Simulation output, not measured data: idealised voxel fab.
process module | voxel released beams
cross-section cut | 255 nm wide | cells 5 nm
A cross-section is a grid of square cells, given in bands from the top down. A band is one or more rows of cells.
Each band's line starts with the height of the band's top and of its bottom, in nm. Then come its materials from left to right, each with its width in nm. One material with "throughout" fills the band from edge to edge. "air" is empty space.
Height 0 is the level under which the wafer as received is all one material. The lowest band goes on downwards, as in "0 down".
A width such as "30 to 40" changes by the same amount from each row of cells to the next, from the band's top row to its bottom row.
"no change" after a step means that no cell of the cross-section changed.
closed voids: empty space of 8 cells or more with no open way to the top, each as width x height at its distance from the left edge, in nm
after a step's settings: what the simulator itself notes on the step
overlay nm, on a step with a mask: how far to the right of its planned place the mask lay; to the left if negative
plan
1 op RECEIVE | material Si
2 op CONFORMAL_DEP | material Al2O3 | thk nm 10
3 op DIRECTIONAL_DEP | material SiO2 | thk nm 10
4 op DIRECTIONAL_DEP | material aC | thk nm 15
5 op PATTERN | tone open | mask id ANCHOR | material resist | width nm 30 | thk nm 35 | overlay nm 0
6 op DIRECTIONAL_ETCH | etch materials aC | depth nm 15
7 op STRIP | etch materials resist
8 op DIRECTIONAL_ETCH | etch materials SiO2 | depth nm 10
9 op STRIP | etch materials aC
10 op CONFORMAL_DEP | material SiN | thk nm 10
11 op MASKED_ETCH | tone cover | mask id BEAM | width nm 100 | etch materials SiN | depth nm 10 | overlay nm 0
12 op STRIP | etch materials SiO2
first wafer, as planned
as received, after step 1
  0 down: Si throughout
  closed voids: none
after step 2
  10 to 0: Al2O3 throughout
  below 0: unchanged
after step 3
  20 to 10: SiO2 throughout
  below 10: unchanged
after step 4
  35 to 20: aC throughout
  below 20: unchanged
after step 5
  70 to 35: resist 80 | air 30 | resist 145
  below 35: unchanged
after step 6
  55 to 35: resist 80 | air 30 | resist 145
  35 to 20: aC 80 | air 30 | aC 145
  below 20: unchanged
after step 7
  35 to 20: aC 80 | air 30 | aC 145
  below 20: unchanged
after step 8
  35 to 20: aC 80 | air 30 | aC 145
  20 to 10: SiO2 80 | air 30 | SiO2 145
  below 10: unchanged
after step 9
  20 to 10: SiO2 80 | air 30 | SiO2 145
  below 10: unchanged
after step 10
  30 to 20: SiN 90 | air 10 | SiN 155
  20 to 10: SiO2 80 | SiN 30 | SiO2 145
  below 10: unchanged
after step 11
  30 to 20: air 75 | SiN 15 | air 10 | SiN 75 | air 80
  below 20: unchanged
after step 12
  30 to 20: air 75 | SiN 15 | air 10 | SiN 75 | air 80
  20 to 10: air 80 | SiN 30 | air 145
  below 10: unchanged
second wafer: like start, like plan, one mistake. Through step 4 it matches the first wafer
when step 5 should have ended
  70 to 35: resist 85 | air 20 | resist 150
  below 35: unchanged
when step 6 should have ended
  55 to 35: resist 85 | air 20 | resist 150
  35 to 20: aC 85 | air 20 | aC 150
  below 20: unchanged
when step 7 should have ended
  35 to 20: aC 85 | air 20 | aC 150
  below 20: unchanged
when step 8 should have ended
  35 to 20: aC 85 | air 20 | aC 150
  20 to 10: SiO2 85 | air 20 | SiO2 150
  below 10: unchanged
when step 9 should have ended
  20 to 10: SiO2 85 | air 20 | SiO2 150
  below 10: unchanged
when step 10 should have ended
  30 to 20: SiN throughout
  20 to 10: SiO2 85 | SiN 20 | SiO2 150
  below 10: unchanged
when step 11 should have ended
  30 to 20: air 75 | SiN 100 | air 80
  below 20: unchanged
when step 12 should have ended
  30 to 20: air 75 | SiN 100 | air 80
  20 to 10: air 85 | SiN 20 | air 150
  below 10: unchanged
what went wrong: step 5 ran as: op PATTERN | tone open | mask id ANCHOR | material resist | width nm 20 | thk nm 35 | overlay nm 0
at the end the second wafer has, in cells: as many of each material as the first, in other places
